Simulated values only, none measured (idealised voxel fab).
The following process module bears the name voxel wiring stack.
FYI the section here is cut, 230 nm wide, cells are 5 nm squares.
When this document writes out a cross-section, it uses a grid of square cells and lists it as bands, beginning at the top and moving down, with a band standing for one or more rows of cells.
Heads up on the band format: heights come first, top then bottom, in nm. After that it's the materials left to right, each with its width in nm. A single material flagged "edge to edge" fills the whole band edge to edge, and "air" means there's empty space there.
Height reference: 0 = level under which incoming wafer is all one material. Lowest band: no bottom, runs on downward, e.g. "0 nm and below".
Per-row width for "30..40": begins at first number (top row of band), ends at second number (bottom row), increment between rows held constant.
Where the words "no modifications" appear for a step, the cross-section shows no cell changed by that step; every cell remained as before.
Voids not open to the top, 8 cells minimum: see "Voids, fully enclosed". Written width x height at distance; distance is from the left edge; nm.
Where a step's line continues beyond its settings, the continuation is a remark by the simulator itself on that step.
overlay nm: where the mask lay relative to plan, measured to the right, on steps with a mask; negatives go left.

Set out below are the planned steps of the process:
1,RECEIVE: material Si
2,CONFORMAL_DEP: material SiO2, thk nm 10
3,DIRECTIONAL_DEP: material TiN, thk nm 5
4,DIRECTIONAL_DEP: material Ru, thk nm 25
5,PATTERN: tone cover, mask id METAL_1, material resist, width nm 25, pitch nm 55, thk nm 20, overlay nm 0
6,DIRECTIONAL_ETCH: etch materials Ru, depth nm 25
7,DIRECTIONAL_ETCH: etch materials TiN, depth nm 5
8,STRIP: etch materials resist
9,FILL_DEP: material SiO2, thk nm 10
10,CMP: height nm 40
11,CONFORMAL_DEP: material SiCN, thk nm 5
12,DIRECTIONAL_DEP: material lowk, thk nm 20
13,MASKED_ETCH: tone open, mask id PLUG_1, width nm 15, pitch nm 55, etch materials lowk, depth nm 20, overlay nm 0
14,MASKED_ETCH: tone open, mask id PLUG_1, width nm 15, pitch nm 55, etch materials SiCN, depth nm 5, overlay nm 0
15,EPI: material Ru, thk nm 10
16,EPI: material Ru, thk nm 10
17,EPI: material Ru, thk nm 5
18,CONFORMAL_DEP: material SiN, thk nm 5
19,DIRECTIONAL_DEP: material lowk, thk nm 20
20,MASKED_ETCH: tone open, mask id METAL_2, width nm 25, pitch nm 55, etch materials lowk, depth nm 20, overlay nm 0
21,MASKED_ETCH: tone open, mask id METAL_2, width nm 25, pitch nm 55, etch materials SiN, depth nm 5, overlay nm 0
22,CONFORMAL_DEP: material TiN, thk nm 5
23,FILL_DEP: material Ru, thk nm 10
24,CMP: height nm 90
25,EPI: material Ru, thk nm 5
26,FILL_DEP: material SiCN, thk nm 5
27,DIRECTIONAL_DEP: material lowk, thk nm 35
28,DIRECTIONAL_DEP: material aC, thk nm 10
29,PATTERN: tone open, mask id METAL_3, material resist, width nm 25, pitch nm 55, thk nm 25, overlay nm 0
30,DIRECTIONAL_ETCH: etch materials aC, depth nm 10
31,STRIP: etch materials resist
32,DIRECTIONAL_ETCH: etch materials lowk, depth nm 20
33,STRIP: etch materials aC
34,DIRECTIONAL_DEP: material aC, thk nm 10
35,PATTERN: tone open, mask id METAL_3_HOLES, material resist, width nm 15, pitch nm 55, thk nm 30, overlay nm 0
36,DIRECTIONAL_ETCH: etch materials aC, depth nm 10
37,STRIP: etch materials resist
38,DIRECTIONAL_ETCH: etch materials lowk, depth nm 15
39,DIRECTIONAL_ETCH: etch materials SiCN, depth nm 5
40,STRIP: etch materials aC
41,CONFORMAL_DEP: material TiN, thk nm 5
42,FILL_DEP: material Cu, thk nm 10
43,CMP: height nm 135
44,CONFORMAL_DEP: material SiN, thk nm 5

As received, after step 1:
* 0 nm and below = Si edge to edge
* Voids, fully enclosed: none

Wafer at module end, in section. Began as above, planned as above, run with one mistake:
* 140 nm to 135 nm = SiN edge to edge
* 135 nm to 120 nm = lowk=75, then TiN=5, then Cu=15, then TiN=5, then lowk=30, then TiN=5, then Cu=15, then TiN=5, then lowk=75
* 120 nm to 115 nm = lowk=75, then TiN=5, then Cu=5, then TiN=15, then lowk=30, then TiN=5, then Cu=5, then TiN=15, then lowk=75
* 115 nm to 100 nm = lowk=75, then TiN=5, then Cu=5, then TiN=5, then lowk=40, then TiN=5, then Cu=5, then TiN=5, then lowk=85
* 100 nm to 95 nm = SiCN=75, then TiN=15, then SiCN=40, then TiN=15, then SiCN=85
* 95 nm to 90 nm = SiCN=70, then Ru=35, then SiCN=20, then Ru=35, then SiCN=70
* 90 nm to 70 nm = lowk=75, then TiN=5, then Ru=15, then TiN=5, then lowk=30, then TiN=5, then Ru=15, then TiN=5, then lowk=75
* 70 nm to 65 nm = SiN=75, then TiN=25, then SiN=30, then TiN=25, then SiN=75
* 65 nm to 45 nm = lowk=75, then Ru=15, then lowk=40, then Ru=15, then lowk=85
* 45 nm to 40 nm = SiCN=75, then Ru=15, then SiCN=40, then Ru=15, then SiCN=85
* 40 nm to 15 nm = SiO2=70, then Ru=25, then SiO2=30, then Ru=25, then SiO2=80
* 15 nm to 10 nm = SiO2=70, then TiN=25, then SiO2=30, then TiN=25, then SiO2=80
* 10 nm to 0 nm = SiO2 edge to edge
* 0 nm and below = Si edge to edge
* Voids, fully enclosed: none
The mistake made against the process plan was this: heads up, step 5 didn't go per plan, it actually ran as PATTERN: tone cover, mask id METAL_1, material resist, width nm 25, pitch nm 55, thk nm 20, overlay nm -5
